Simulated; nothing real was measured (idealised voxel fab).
Module name: voxel wiring stack (process module)
Section shown: cut. Width: 235 nm. Cell size: 5 nm, square.
Cross-section format: a grid of square cells, given as bands from top to bottom; each band is one or more rows of cells. Band entry format. Leading values: height of top, height of bottom, nm. Remainder: materials in left-to-right order, each with its width in nm. Special words: "throughout" on a single material, which then fills the band edge to edge; "empty", empty space. It should be noted that heights are counted from 0, beneath which the wafer as supplied is of one material throughout, and that the lowest band possesses no lower boundary but continues downward, as written in "0 down". The width entry "30->40" should be interpreted row by row: the top row of cells in the band takes the first number, the bottom row takes the second number, and the change between adjacent rows is uniform throughout. Basically "no alterations made" means that step didn't change any cell in the cross-section. Entry "Enclosed void catalog" = empty spaces >= 8 cells with no open way to the top; each as width x height at distance, distance from left edge, all nm. Past the settings on a step's line: simulator remark, on that step. "overlay nm" on a masked step: distance the mask lay right of its planned place, negative for left. The remainder of this document consists of a sequence of paired cross-sections. Each pair presents the cross-section prior to one process step together with the cross-section following it, the latter being rendered only as deep as the lowest band that underwent change. The intervening step, together with its settings, is stated beneath each pair. Because the pairs may originate from different runs of this module on the same starting wafer, a given pair is to be read as continuing from the preceding pair only where its entry headed "Cross-section, before" so indicates.
Cross-section, before
* 175 to 165 = 85 of empty | 20 of aC | 20 of empty | 20 of aC | 90 of empty
* 165 to 150 = 85 of empty | 20 of Ru | 20 of empty | 20 of Ru | 90 of empty
* 150 to 145 = TiN throughout
* 145 to 135 = 85 of lowk | 5 of TiN | 5 of Cu | 5 of TiN | 25 of lowk | 5 of TiN | 5 of Cu | 5 of TiN | 95 of lowk
* 135 to 130 = 85 of SiCN | 15 of TiN | 25 of SiCN | 15 of TiN | 95 of SiCN
* 130 to 115 = 85 of lowk | 5 of TiN | 10 of Ru | 5 of TiN | 20 of lowk | 5 of TiN | 10 of Ru | 5 of TiN | 90 of lowk
* 115 to 110 = 85 of lowk | 5 of TiN | 5 of Ru | 10 of TiN | 20 of lowk | 20 of TiN | 90 of lowk
* 110 to 100 = 85 of lowk | 5 of TiN | 5 of Ru | 5 of TiN | 135 of lowk
* 100 to 95 = 85 of SiCN | 15 of TiN | 135 of SiCN
* 95 to 90 = 80 of SiCN | 30 of Ru | 10 of SiCN | 30 of Ru | 85 of SiCN
* 90 to 70 = 85 of SiO2 | 5 of TiN | 10 of Cu | 5 of TiN | 20 of SiO2 | 5 of TiN | 10 of Cu | 5 of TiN | 90 of SiO2
* 70 to 65 = 85 of SiCN | 20 of TiN | 20 of SiCN | 20 of TiN | 90 of SiCN
* 65 to 50 = 85 of SiO2 | 5 of TiN | 5 of W | 5 of TiN | 25 of SiO2 | 5 of TiN | 5 of W | 5 of TiN | 95 of SiO2
* 50 to 45 = 85 of SiCN | 15 of TiN | 25 of SiCN | 15 of TiN | 95 of SiCN
* 45 to 20 = 80 of lowk | 20 of W | 20 of lowk | 20 of W | 95 of lowk
* 20 to 15 = 80 of lowk | 20 of TiN | 20 of lowk | 20 of TiN | 95 of lowk
* 15 to 0 = SiO2 throughout
* 0 down = Si throughout
* Enclosed void catalog: none
Resulting Cross-Section
* 175 to 165 = 85 of empty | 20 of aC | 20 of empty | 20 of aC | 90 of empty
* 165 to 150 = 85 of empty | 20 of Ru | 20 of empty | 20 of Ru | 90 of empty
* 150 to 145 = 85 of empty | 20 of TiN | 20 of empty | 20 of TiN | 90 of empty
* Beneath the level 145, the cross-section is identical to its previous state.
* Enclosed void catalog: none
Step, pre vs post cross-sections above: DIRECTIONAL_ETCH (etch materials TiN; depth nm 5)
Cross-section, before: unchanged from the after cross-section in the pair immediately above; refer to that figure.
Resulting Cross-Section
* 165 to 150 = 85 of empty | 20 of Ru | 20 of empty | 20 of Ru | 90 of empty
* Beneath the level 150, the cross-section is identical to its previous state.
* Enclosed void catalog: none
Step, pre vs post cross-sections above: STRIP (etch materials aC)
Cross-section, before: unchanged from the after cross-section in the pair immediately above; refer to that figure.
Resulting Cross-Section
* 170 to 165 = 80 of empty | 30 of SiN | 10 of empty | 30 of SiN | 85 of empty
* 165 to 150 = 80 of empty | 5 of SiN | 20 of Ru | 5 of SiN | 10 of empty | 5 of SiN | 20 of Ru | 5 of SiN | 85 of empty
* 150 to 145 = 85 of SiN | 20 of TiN | 20 of SiN | 20 of TiN | 90 of SiN
* Beneath the level 145, the cross-section is identical to its previous state.
* Enclosed void catalog: none
Step, pre vs post cross-sections above: CONFORMAL_DEP (material SiN; thk nm 5)
Cross-section, before: unchanged from the after cross-section in the pair immediately above; refer to that figure.
Resulting Cross-Section
* 180 to 170 = SiO2 throughout
* 170 to 165 = 80 of SiO2 | 30 of SiN | 10 of SiO2 | 30 of SiN | 85 of SiO2
* 165 to 150 = 80 of SiO2 | 5 of SiN | 20 of Ru | 5 of SiN | 10 of SiO2 | 5 of SiN | 20 of Ru | 5 of SiN | 85 of SiO2
* Beneath the level 150, the cross-section is identical to its previous state.
* Enclosed void catalog: none
Step, pre vs post cross-sections above: FILL_DEP (material SiO2; thk nm 10)
Cross-section, before: unchanged from the after cross-section in the pair immediately above; refer to that figure.
Resulting Cross-Section
* 165 to 150 = 80 of SiO2 | 5 of SiN | 20 of Ru | 5 of SiN | 10 of SiO2 | 5 of SiN | 20 of Ru | 5 of SiN | 85 of SiO2
* Beneath the level 150, the cross-section is identical to its previous state.
* Enclosed void catalog: none
Step, pre vs post cross-sections above: CMP (height nm 165)
Cross-section, before: unchanged from the after cross-section in the pair immediately above; refer to that figure.
Resulting Cross-Section
* 170 to 165 = SiCN throughout
* Beneath the level 165, the cross-section is identical to its previous state.
* Enclosed void catalog: none
Step, pre vs post cross-sections above: CONFORMAL_DEP (material SiCN; thk nm 5)
Cross-section, before
* 95 to 90 = 90 of TiN | 10 of empty | 30 of TiN | 10 of empty | 95 of TiN
* 90 to 70 = 85 of SiO2 | 5 of TiN | 10 of empty | 5 of TiN | 20 of SiO2 | 5 of TiN | 10 of empty | 5 of TiN | 90 of SiO2
* 70 to 65 = 85 of SiCN | 20 of TiN | 20 of SiCN | 20 of TiN | 90 of SiCN
* 65 to 50 = 85 of SiO2 | 5 of TiN | 5 of W | 5 of TiN | 25 of SiO2 | 5 of TiN | 5 of W | 5 of TiN | 95 of SiO2
* 50 to 45 = 85 of SiCN | 15 of TiN | 25 of SiCN | 15 of TiN | 95 of SiCN
* 45 to 20 = 85 of lowk | 20 of W | 20 of lowk | 20 of W | 90 of lowk
* 20 to 15 = 85 of lowk | 20 of TiN | 20 of lowk | 20 of TiN | 90 of lowk
* 15 to 0 = SiO2 throughout
* 0 down = Si throughout
* Enclosed void catalog: none
Resulting Cross-Section
* 105 to 95 = SiCN throughout
* 95 to 90 = 90 of TiN | 10 of SiCN | 30 of TiN | 10 of SiCN | 95 of TiN
* 90 to 70 = 85 of SiO2 | 5 of TiN | 10 of SiCN | 5 of TiN | 20 of SiO2 | 5 of TiN | 10 of SiCN | 5 of TiN | 90 of SiO2
* Beneath the level 70, the cross-section is identical to its previous state.
* Enclosed void catalog: none
Step, pre vs post cross-sections above: FILL_DEP (material SiCN; thk nm 10)
Cross-section, before: unchanged from the after cross-section in the pair immediately above; refer to that figure.
Resulting Cross-Section
* 90 to 70 = 85 of SiO2 | 5 of TiN | 10 of SiCN | 5 of TiN | 20 of SiO2 | 5 of TiN | 10 of SiCN | 5 of TiN | 90 of SiO2
* Beneath the level 70, the cross-section is identical to its previous state.
* Enclosed void catalog: none
Step, pre vs post cross-sections above: CMP (height nm 90)
Cross-section, before: unchanged from the after cross-section in the pair immediately above; refer to that figure.
Resulting Cross-Section
* 95 to 90 = 80 of empty | 30 of Ru | 10 of empty | 30 of Ru | 85 of empty
* Beneath the level 90, the cross-section is identical to its previous state.
* Enclosed void catalog: none
Step, pre vs post cross-sections above: EPI (material Ru; thk nm 5)
Cross-section, before: unchanged from the after cross-section in the pair immediately above; refer to that figure.
Resulting Cross-Section
* 100 to 95 = SiCN throughout
* 95 to 90 = 80 of SiCN | 30 of Ru | 10 of SiCN | 30 of Ru | 85 of SiCN
* Beneath the level 90, the cross-section is identical to its previous state.
* Enclosed void catalog: none
Step, pre vs post cross-sections above: FILL_DEP (material SiCN; thk nm 5)
Cross-section, before: unchanged from the after cross-section in the pair immediately above; refer to that figure.
Resulting Cross-Section
* 130 to 100 = lowk throughout
* Beneath the level 100, the cross-section is identical to its previous state.
* Enclosed void catalog: none
Step, pre vs post cross-sections above: DIRECTIONAL_DEP (material lowk; thk nm 30)
Cross-section, before: unchanged from the after cross-section in the pair immediately above; refer to that figure.
Resulting Cross-Section
* 150 to 130 = 85 of resist | 20 of empty | 20 of resist | 20 of empty | 90 of resist
* Beneath the level 130, the cross-section is identical to its previous state.
* Enclosed void catalog: none
Step, pre vs post cross-sections above: PATTERN (tone open; mask id METAL_3; material resist; width nm 20; pitch nm 40; thk nm 20; overlay nm 0)
Cross-section, before: unchanged from the after cross-section in the pair immediately above; refer to that figure.
Resulting Cross-Section
* 150 to 130 = 85 of resist | 20 of empty | 20 of resist | 20 of empty | 90 of resist
* 130 to 110 = 85 of lowk | 20 of empty | 20 of lowk | 20 of empty | 90 of lowk
* Beneath the level 110, the cross-section is identical to its previous state.
* Enclosed void catalog: none
Step, pre vs post cross-sections above: DIRECTIONAL_ETCH (etch materials lowk; depth nm 20)
Cross-section, before: unchanged from the after cross-section in the pair immediately above; refer to that figure.
Resulting Cross-Section
* 130 to 110 = 85 of lowk | 20 of empty | 20 of lowk | 20 of empty | 90 of lowk
* Beneath the level 110, the cross-section is identical to its previous state.
* Enclosed void catalog: none
Step, pre vs post cross-sections above: STRIP (etch materials resist)
Cross-section, before: unchanged from the after cross-section in the pair immediately above; refer to that figure.
Resulting Cross-Section
* 140 to 130 = 85 of aC | 20 of empty | 20 of aC | 20 of empty | 90 of aC
* 130 to 120 = 85 of lowk | 20 of empty | 20 of lowk | 20 of empty | 90 of lowk
* 120 to 110 = 85 of lowk | 20 of aC | 20 of lowk | 20 of aC | 90 of lowk
* Beneath the level 110, the cross-section is identical to its previous state.
* Enclosed void catalog: none
Step, pre vs post cross-sections above: DIRECTIONAL_DEP (material aC; thk nm 10)
Cross-section, before: unchanged from the after cross-section in the pair immediately above; refer to that figure.
Resulting Cross-Section
* 165 to 140 = 85 of resist | 15 of empty | 135 of resist
* 140 to 130 = 85 of aC | 15 of empty | 5 of resist | 20 of aC | 20 of resist | 90 of aC
* 130 to 120 = 85 of lowk | 15 of empty | 5 of resist | 20 of lowk | 20 of resist | 90 of lowk
* Beneath the level 120, the cross-section is identical to its previous state.
* Enclosed void catalog: none
Step, pre vs post cross-sections above: PATTERN (tone open; mask id METAL_3_HOLES; material resist; width nm 15; thk nm 25; overlay nm 0)
Cross-section, before: unchanged from the after cross-section in the pair immediately above; refer to that figure.
Resulting Cross-Section
* 155 to 140 = 85 of resist | 15 of empty | 135 of resist
* 140 to 130 = 85 of aC | 15 of empty | 5 of resist | 20 of aC | 20 of resist | 90 of aC
* 130 to 120 = 85 of lowk | 15 of empty | 5 of resist | 20 of lowk | 20 of resist | 90 of lowk
* 120 to 110 = 85 of lowk | 15 of empty | 5 of aC | 20 of lowk | 20 of aC | 90 of lowk
* Beneath the level 110, the cross-section is identical to its previous state.
* Enclosed void catalog: none
Step, pre vs post cross-sections above: DIRECTIONAL_ETCH (etch materials aC; depth nm 10)
Cross-section, before: unchanged from the after cross-section in the pair immediately above; refer to that figure.
Resulting Cross-Section
* 140 to 130 = 85 of aC | 20 of empty | 20 of aC | 20 of empty | 90 of aC
* 130 to 120 = 85 of lowk | 20 of empty | 20 of lowk | 20 of empty | 90 of lowk
* Beneath the level 120, the cross-section is identical to its previous state.
* Enclosed void catalog: none
Step, pre vs post cross-sections above: STRIP (etch materials resist)
Cross-section, before: unchanged from the after cross-section in the pair immediately above; refer to that figure.
Resulting Cross-Section
* 140 to 130 = 85 of aC | 20 of empty | 20 of aC | 20 of empty | 90 of aC
* 130 to 120 = 85 of lowk | 20 of empty | 20 of lowk | 20 of empty | 90 of lowk
* 120 to 110 = 85 of lowk | 15 of empty | 5 of aC | 20 of lowk | 20 of aC | 90 of lowk
* 110 to 100 = 85 of lowk | 15 of empty | 135 of lowk
* Beneath the level 100, the cross-section is identical to its previous state.
* Enclosed void catalog: none
Step, pre vs post cross-sections above: DIRECTIONAL_ETCH (etch materials lowk; depth nm 10)
Cross-section, before: unchanged from the after cross-section in the pair immediately above; refer to that figure.
Resulting Cross-Section
* 140 to 130 = 85 of aC | 20 of empty | 20 of aC | 20 of empty | 90 of aC
* 130 to 120 = 85 of lowk | 20 of empty | 20 of lowk | 20 of empty | 90 of lowk
* 120 to 110 = 85 of lowk | 15 of empty | 5 of aC | 20 of lowk | 20 of aC | 90 of lowk
* 110 to 100 = 85 of lowk | 15 of empty | 135 of lowk
* 100 to 95 = 85 of SiCN | 15 of empty | 135 of SiCN
* Beneath the level 95, the cross-section is identical to its previous state.
* Enclosed void catalog: none
Step, pre vs post cross-sections above: DIRECTIONAL_ETCH (etch materials SiCN; depth nm 5)
Cross-section, before: unchanged from the after cross-section in the pair immediately above; refer to that figure.
Resulting Cross-Section
* 130 to 110 = 85 of lowk | 20 of empty | 20 of lowk | 20 of empty | 90 of lowk
* Beneath the level 110, the cross-section is identical to its previous state.
* Enclosed void catalog: none
Step, pre vs post cross-sections above: STRIP (etch materials aC)
Cross-section, before: unchanged from the after cross-section in the pair immediately above; refer to that figure.
Resulting Cross-Section
* 135 to 130 = 90 of TiN | 10 of empty | 30 of TiN | 10 of empty | 95 of TiN
* 130 to 115 = 85 of lowk | 5 of TiN | 10 of empty | 5 of TiN | 20 of lowk | 5 of TiN | 10 of empty | 5 of TiN | 90 of lowk
* 115 to 110 = 85 of lowk | 5 of TiN | 5 of empty | 10 of TiN | 20 of lowk | 20 of TiN | 90 of lowk
* 110 to 100 = 85 of lowk | 5 of TiN | 5 of empty | 5 of TiN | 135 of lowk
* 100 to 95 = 85 of SiCN | 15 of TiN | 135 of SiCN
* Beneath the level 95, the cross-section is identical to its previous state.
* Enclosed void catalog: none
Step, pre vs post cross-sections above: CONFORMAL_DEP (material TiN; thk nm 5)
Cross-section, before: unchanged from the after cross-section in the pair immediately above; refer to that figure.
Resulting Cross-Section
* 140 to 135 = Ru throughout
* 135 to 130 = 90 of TiN | 10 of Ru | 30 of TiN | 10 of Ru | 95 of TiN
* 130 to 115 = 85 of lowk | 5 of TiN | 10 of Ru | 5 of TiN | 20 of lowk | 5 of TiN | 10 of Ru | 5 of TiN | 90 of lowk
* 115 to 110 = 85 of lowk | 5 of TiN | 5 of Ru | 10 of TiN | 20 of lowk | 20 of TiN | 90 of lowk
* 110 to 100 = 85 of lowk | 5 of TiN | 5 of Ru | 5 of TiN | 135 of lowk
* Beneath the level 100, the cross-section is identical to its previous state.
* Enclosed void catalog: none
Step, pre vs post cross-sections above: FILL_DEP (material Ru; thk nm 5)
Cross-section, before: unchanged from the after cross-section in the pair immediately above; refer to that figure.
Resulting Cross-Section
* 130 to 115 = 85 of lowk | 5 of TiN | 10 of Ru | 5 of TiN | 20 of lowk | 5 of TiN | 10 of Ru | 5 of TiN | 90 of lowk
* Beneath the level 115, the cross-section is identical to its previous state.
* Enclosed void catalog: none
Step, pre vs post cross-sections above: CMP (height nm 130)
Cross-section, before: unchanged from the after cross-section in the pair immediately above; refer to that figure.
Resulting Cross-Section
* 135 to 130 = SiCN throughout
* Beneath the level 130, the cross-section is identical to its previous state.
* Enclosed void catalog: none
Step, pre vs post cross-sections above: CONFORMAL_DEP (material SiCN; thk nm 5)
Cross-section, before: unchanged from the after cross-section in the pair immediately above; refer to that figure.
Resulting Cross-Section
* 145 to 135 = lowk throughout
* Beneath the level 135, the cross-section is identical to its previous state.
* Enclosed void catalog: none
Step, pre vs post cross-sections above: DIRECTIONAL_DEP (material lowk; thk nm 10)
Cross-section, before: unchanged from the after cross-section in the pair immediately above; refer to that figure.
Resulting Cross-Section
* 155 to 145 = aC throughout
* Beneath the level 145, the cross-section is identical to its previous state.
* Enclosed void catalog: none
Step, pre vs post cross-sections above: DIRECTIONAL_DEP (material aC; thk nm 10)
Cross-section, before: unchanged from the after cross-section in the pair immediately above; refer to that figure.
Resulting Cross-Section
* 180 to 155 = 85 of resist | 15 of empty | 25 of resist | 15 of empty | 95 of resist
* Beneath the level 155, the cross-section is identical to its previous state.
* Enclosed void catalog: none
Step, pre vs post cross-sections above: PATTERN (tone open; mask id PLUG_3; material resist; width nm 15; pitch nm 40; thk nm 25; overlay nm 0)
Cross-section, before: unchanged from the after cross-section in the pair immediately above; refer to that figure.
Resulting Cross-Section
* 170 to 155 = 85 of resist | 15 of empty | 25 of resist | 15 of empty | 95 of resist
* 155 to 145 = 85 of aC | 15 of empty | 25 of aC | 15 of empty | 95 of aC
* Beneath the level 145, the cross-section is identical to its previous state.
* Enclosed void catalog: none
Step, pre vs post cross-sections above: DIRECTIONAL_ETCH (etch materials aC; depth nm 10)
Cross-section, before: unchanged from the after cross-section in the pair immediately above; refer to that figure.
Resulting Cross-Section
* 155 to 145 = 85 of aC | 15 of empty | 25 of aC | 15 of empty | 95 of aC
* Beneath the level 145, the cross-section is identical to its previous state.
* Enclosed void catalog: none
Step, pre vs post cross-sections above: STRIP (etch materials resist)
Cross-section, before: unchanged from the after cross-section in the pair immediately above; refer to that figure.
Resulting Cross-Section
* 155 to 145 = 85 of aC | 15 of empty | 25 of aC | 15 of empty | 95 of aC
* 145 to 135 = 85 of lowk | 15 of empty | 25 of lowk | 15 of empty | 95 of lowk
* Beneath the level 135, the cross-section is identical to its previous state.
* Enclosed void catalog: none
Step, pre vs post cross-sections above: DIRECTIONAL_ETCH (etch materials lowk; depth nm 10)
Cross-section, before: unchanged from the after cross-section in the pair immediately above; refer to that figure.
Resulting Cross-Section
* 155 to 145 = 85 of aC | 15 of empty | 25 of aC | 15 of empty | 95 of aC
* 145 to 135 = 85 of lowk | 15 of empty | 25 of lowk | 15 of empty | 95 of lowk
* 135 to 130 = 85 of SiCN | 15 of empty | 25 of SiCN | 15 of empty | 95 of SiCN
* Beneath the level 130, the cross-section is identical to its previous state.
* Enclosed void catalog: none
Step, pre vs post cross-sections above: DIRECTIONAL_ETCH (etch materials SiCN; depth nm 5)
Cross-section, before: unchanged from the after cross-section in the pair immediately above; refer to that figure.
Resulting Cross-Section
* 145 to 135 = 85 of lowk | 15 of empty | 25 of lowk | 15 of empty | 95 of lowk
* Beneath the level 135, the cross-section is identical to its previous state.
* Enclosed void catalog: none
Step, pre vs post cross-sections above: STRIP (etch materials aC)
Cross-section, before: unchanged from the after cross-section in the pair immediately above; refer to that figure.
Resulting Cross-Section
* 150 to 145 = 90 of TiN | 5 of empty | 35 of TiN | 5 of empty | 100 of TiN
* 145 to 135 = 85 of lowk | 5 of TiN | 5 of empty | 5 of TiN | 25 of lowk | 5 of TiN | 5 of empty | 5 of TiN | 95 of lowk
* 135 to 130 = 85 of SiCN | 15 of TiN | 25 of SiCN | 15 of TiN | 95 of SiCN
* Beneath the level 130, the cross-section is identical to its previous state.
* Enclosed void catalog: none
Step, pre vs post cross-sections above: CONFORMAL_DEP (material TiN; thk nm 5)
Cross-section, before: unchanged from the after cross-section in the pair immediately above; refer to that figure.
Resulting Cross-Section
* 155 to 150 = Cu throughout
* 150 to 145 = 90 of TiN | 5 of Cu | 35 of TiN | 5 of Cu | 100 of TiN
* 145 to 135 = 85 of lowk | 5 of TiN | 5 of Cu | 5 of TiN | 25 of lowk | 5 of TiN | 5 of Cu | 5 of TiN | 95 of lowk
* Beneath the level 135, the cross-section is identical to its previous state.
* Enclosed void catalog: none
Step, pre vs post cross-sections above: FILL_DEP (material Cu; thk nm 5)
Cross-section, before: unchanged from the after cross-section in the pair immediately above; refer to that figure.
Resulting Cross-Section
* 145 to 135 = 85 of lowk | 5 of TiN | 5 of Cu | 5 of TiN | 25 of lowk | 5 of TiN | 5 of Cu | 5 of TiN | 95 of lowk
* Beneath the level 135, the cross-section is identical to its previous state.
* Enclosed void catalog: none
Step, pre vs post cross-sections above: CMP (height nm 145)
Cross-section, before: unchanged from the after cross-section in the pair immediately above; refer to that figure.
Resulting Cross-Section
* 150 to 145 = TiN throughout
* Beneath the level 145, the cross-section is identical to its previous state.
* Enclosed void catalog: none
Step, pre vs post cross-sections above: DIRECTIONAL_DEP (material TiN; thk nm 5)
Cross-section, before: unchanged from the after cross-section in the pair immediately above; refer to that figure.
Resulting Cross-Section
* 165 to 150 = Ru throughout
* Beneath the level 150, the cross-section is identical to its previous state.
* Enclosed void catalog: none
Step, pre vs post cross-sections above: DIRECTIONAL_DEP (material Ru; thk nm 15)
Cross-section, before: unchanged from the after cross-section in the pair immediately above; refer to that figure.
Resulting Cross-Section
* 175 to 165 = aC throughout
* Beneath the level 165, the cross-section is identical to its previous state.
* Enclosed void catalog: none
Step, pre vs post cross-sections above: DIRECTIONAL_DEP (material aC; thk nm 10)
Cross-section, before: unchanged from the after cross-section in the pair immediately above; refer to that figure.
Resulting Cross-Section
* 205 to 175 = 85 of empty | 20 of resist | 20 of empty | 20 of resist | 90 of empty
* Beneath the level 175, the cross-section is identical to its previous state.
* Enclosed void catalog: none
Step, pre vs post cross-sections above: PATTERN (tone cover; mask id METAL_4; material resist; width nm 20; pitch nm 40; thk nm 30; overlay nm 0)
Cross-section, before: unchanged from the after cross-section in the pair immediately above; refer to that figure.
Resulting Cross-Section
* 195 to 175 = 85 of empty | 20 of resist | 20 of empty | 20 of resist | 90 of empty
* 175 to 165 = 85 of empty | 20 of aC | 20 of empty | 20 of aC | 90 of empty
* Beneath the level 165, the cross-section is identical to its previous state.
* Enclosed void catalog: none
Step, pre vs post cross-sections above: DIRECTIONAL_ETCH (etch materials aC; depth nm 10)
Cross-section, before: unchanged from the after cross-section in the pair immediately above; refer to that figure.
Resulting Cross-Section
* 175 to 165 = 85 of empty | 20 of aC | 20 of empty | 20 of aC | 90 of empty
* Beneath the level 165, the cross-section is identical to its previous state.
* Enclosed void catalog: none
Step, pre vs post cross-sections above: STRIP (etch materials resist)
Cross-section, before: unchanged from the after cross-section in the pair immediately above; refer to that figure.
Resulting Cross-Section
* 175 to 165 = 85 of empty | 20 of aC | 20 of empty | 20 of aC | 90 of empty
* 165 to 150 = 85 of empty | 20 of Ru | 20 of empty | 20 of Ru | 90 of empty
* Beneath the level 150, the cross-section is identical to its previous state.
* Enclosed void catalog: none
Step, pre vs post cross-sections above: DIRECTIONAL_ETCH (etch materials Ru; depth nm 15)
Cross-section, before: unchanged from the after cross-section in the pair immediately above; refer to that figure.
Resulting Cross-Section
* 175 to 165 = 85 of empty | 20 of aC | 20 of empty | 20 of aC | 90 of empty
* 165 to 150 = 85 of empty | 20 of Ru | 20 of empty | 20 of Ru | 90 of empty
* 150 to 145 = 85 of empty | 20 of TiN | 20 of empty | 20 of TiN | 90 of empty
* Beneath the level 145, the cross-section is identical to its previous state.
* Enclosed void catalog: none
Step, pre vs post cross-sections above: DIRECTIONAL_ETCH (etch materials TiN; depth nm 5)
Cross-section, before: unchanged from the after cross-section in the pair immediately above; refer to that figure.
Resulting Cross-Section
* 165 to 150 = 85 of empty | 20 of Ru | 20 of empty | 20 of Ru | 90 of empty
* Beneath the level 150, the cross-section is identical to its previous state.
* Enclosed void catalog: none
Step, pre vs post cross-sections above: STRIP (etch materials aC)
Cross-section, before: unchanged from the after cross-section in the pair immediately above; refer to that figure.
Resulting Cross-Section
* 170 to 165 = 80 of empty | 30 of SiN | 10 of empty | 30 of SiN | 85 of empty
* 165 to 150 = 80 of empty | 5 of SiN | 20 of Ru | 5 of SiN | 10 of empty | 5 of SiN | 20 of Ru | 5 of SiN | 85 of empty
* 150 to 145 = 85 of SiN | 20 of TiN | 20 of SiN | 20 of TiN | 90 of SiN
* Beneath the level 145, the cross-section is identical to its previous state.
* Enclosed void catalog: none
Step, pre vs post cross-sections above: CONFORMAL_DEP (material SiN; thk nm 5)
Cross-section, before: unchanged from the after cross-section in the pair immediately above; refer to that figure.
Resulting Cross-Section
* 180 to 170 = SiO2 throughout
* 170 to 165 = 80 of SiO2 | 30 of SiN | 10 of SiO2 | 30 of SiN | 85 of SiO2
* 165 to 150 = 80 of SiO2 | 5 of SiN | 20 of Ru | 5 of SiN | 10 of SiO2 | 5 of SiN | 20 of Ru | 5 of SiN | 85 of SiO2
* Beneath the level 150, the cross-section is identical to its previous state.
* Enclosed void catalog: none
Step, pre vs post cross-sections above: FILL_DEP (material SiO2; thk nm 10)
Cross-section, before: unchanged from the after cross-section in the pair immediately above; refer to that figure.
Resulting Cross-Section
* 165 to 150 = 80 of SiO2 | 5 of SiN | 20 of Ru | 5 of SiN | 10 of SiO2 | 5 of SiN | 20 of Ru | 5 of SiN | 85 of SiO2
* Beneath the level 150, the cross-section is identical to its previous state.
* Enclosed void catalog: none
Step, pre vs post cross-sections above: CMP (height nm 165)
Cross-section, before: unchanged from the after cross-section in the pair immediately above; refer to that figure.
Resulting Cross-Section
* 170 to 165 = SiCN throughout
* Beneath the level 165, the cross-section is identical to its previous state.
* Enclosed void catalog: none
Step, pre vs post cross-sections above: CONFORMAL_DEP (material SiCN; thk nm 5)
Cross-section, before
* 175 to 165 = aC throughout
* 165 to 150 = Ru throughout
* 150 to 145 = TiN throughout
* 145 to 135 = 85 of lowk | 5 of TiN | 5 of Cu | 5 of TiN | 25 of lowk | 5 of TiN | 5 of Cu | 5 of TiN | 95 of lowk
* 135 to 130 = 85 of SiCN | 15 of TiN | 25 of SiCN | 15 of TiN | 95 of SiCN
* 130 to 115 = 85 of lowk | 5 of TiN | 10 of Ru | 5 of TiN | 20 of lowk | 5 of TiN | 10 of Ru | 5 of TiN | 90 of lowk
* 115 to 110 = 85 of lowk | 5 of TiN | 5 of Ru | 10 of TiN | 20 of lowk | 20 of TiN | 90 of lowk
* 110 to 100 = 85 of lowk | 5 of TiN | 5 of Ru | 5 of TiN | 135 of lowk
* 100 to 95 = 85 of SiCN | 15 of TiN | 135 of SiCN
* 95 to 90 = 80 of SiCN | 30 of Ru | 10 of SiCN | 30 of Ru | 85 of SiCN
* 90 to 70 = 85 of SiO2 | 5 of TiN | 10 of Cu | 5 of TiN | 20 of SiO2 | 5 of TiN | 10 of Cu | 5 of TiN | 90 of SiO2
* 70 to 65 = 85 of SiCN | 20 of TiN | 20 of SiCN | 20 of TiN | 90 of SiCN
* 65 to 50 = 85 of SiO2 | 5 of TiN | 5 of W | 5 of TiN | 25 of SiO2 | 5 of TiN | 5 of W | 5 of TiN | 95 of SiO2
* 50 to 45 = 85 of SiCN | 15 of TiN | 25 of SiCN | 15 of TiN | 95 of SiCN
* 45 to 20 = 85 of lowk | 20 of W | 20 of lowk | 20 of W | 90 of lowk
* 20 to 15 = 85 of lowk | 20 of TiN | 20 of lowk | 20 of TiN | 90 of lowk
* 15 to 0 = SiO2 throughout
* 0 down = Si throughout
* Enclosed void catalog: none
Resulting Cross-Section
* 205 to 175 = 85 of resist | 20 of empty | 20 of resist | 20 of empty | 90 of resist
* Beneath the level 175, the cross-section is identical to its previous state.
* Enclosed void catalog: none
Step, pre vs post cross-sections above: PATTERN (tone open; mask id METAL_4; material resist; width nm 20; pitch nm 40; thk nm 30; overlay nm 0)
Cross-section, before: unchanged from the after cross-section in the pair immediately above; refer to that figure.
Resulting Cross-Section
* 195 to 175 = 85 of resist | 20 of empty | 20 of resist | 20 of empty | 90 of resist
* 175 to 165 = 85 of aC | 20 of empty | 20 of aC | 20 of empty | 90 of aC
* Beneath the level 165, the cross-section is identical to its previous state.
* Enclosed void catalog: none
Step, pre vs post cross-sections above: DIRECTIONAL_ETCH (etch materials aC; depth nm 10)
Cross-section, before: unchanged from the after cross-section in the pair immediately above; refer to that figure.
Resulting Cross-Section
* 175 to 165 = 85 of aC | 20 of empty | 20 of aC | 20 of empty | 90 of aC
* Beneath the level 165, the cross-section is identical to its previous state.
* Enclosed void catalog: none
Step, pre vs post cross-sections above: STRIP (etch materials resist)
Cross-section, before: unchanged from the after cross-section in the pair immediately above; refer to that figure.
Resulting Cross-Section
* 175 to 165 = 85 of aC | 20 of empty | 20 of aC | 20 of empty | 90 of aC
* 165 to 150 = 85 of Ru | 20 of empty | 20 of Ru | 20 of empty | 90 of Ru
* Beneath the level 150, the cross-section is identical to its previous state.
* Enclosed void catalog: none
Step, pre vs post cross-sections above: DIRECTIONAL_ETCH (etch materials Ru; depth nm 15)
Cross-section, before: unchanged from the after cross-section in the pair immediately above; refer to that figure.
Resulting Cross-Section
* 175 to 165 = 85 of aC | 20 of empty | 20 of aC | 20 of empty | 90 of aC
* 165 to 150 = 85 of Ru | 20 of empty | 20 of Ru | 20 of empty | 90 of Ru
* 150 to 145 = 85 of TiN | 20 of empty | 20 of TiN | 20 of empty | 90 of TiN
* Beneath the level 145, the cross-section is identical to its previous state.
* Enclosed void catalog: none
Step, pre vs post cross-sections above: DIRECTIONAL_ETCH (etch materials TiN; depth nm 5)
Cross-section, before: unchanged from the after cross-section in the pair immediately above; refer to that figure.
Resulting Cross-Section
* 165 to 150 = 85 of Ru | 20 of empty | 20 of Ru | 20 of empty | 90 of Ru
* Beneath the level 150, the cross-section is identical to its previous state.
* Enclosed void catalog: none
Step, pre vs post cross-sections above: STRIP (etch materials aC)
Cross-section, before: unchanged from the after cross-section in the pair immediately above; refer to that figure.
Resulting Cross-Section
* 170 to 165 = 90 of SiN | 10 of empty | 30 of SiN | 10 of empty | 95 of SiN
* 165 to 150 = 85 of Ru | 5 of SiN | 10 of empty | 5 of SiN | 20 of Ru | 5 of SiN | 10 of empty | 5 of SiN | 90 of Ru
* 150 to 145 = 85 of TiN | 20 of SiN | 20 of TiN | 20 of SiN | 90 of TiN
* Beneath the level 145, the cross-section is identical to its previous state.
* Enclosed void catalog: none
Step, pre vs post cross-sections above: CONFORMAL_DEP (material SiN; thk nm 5)
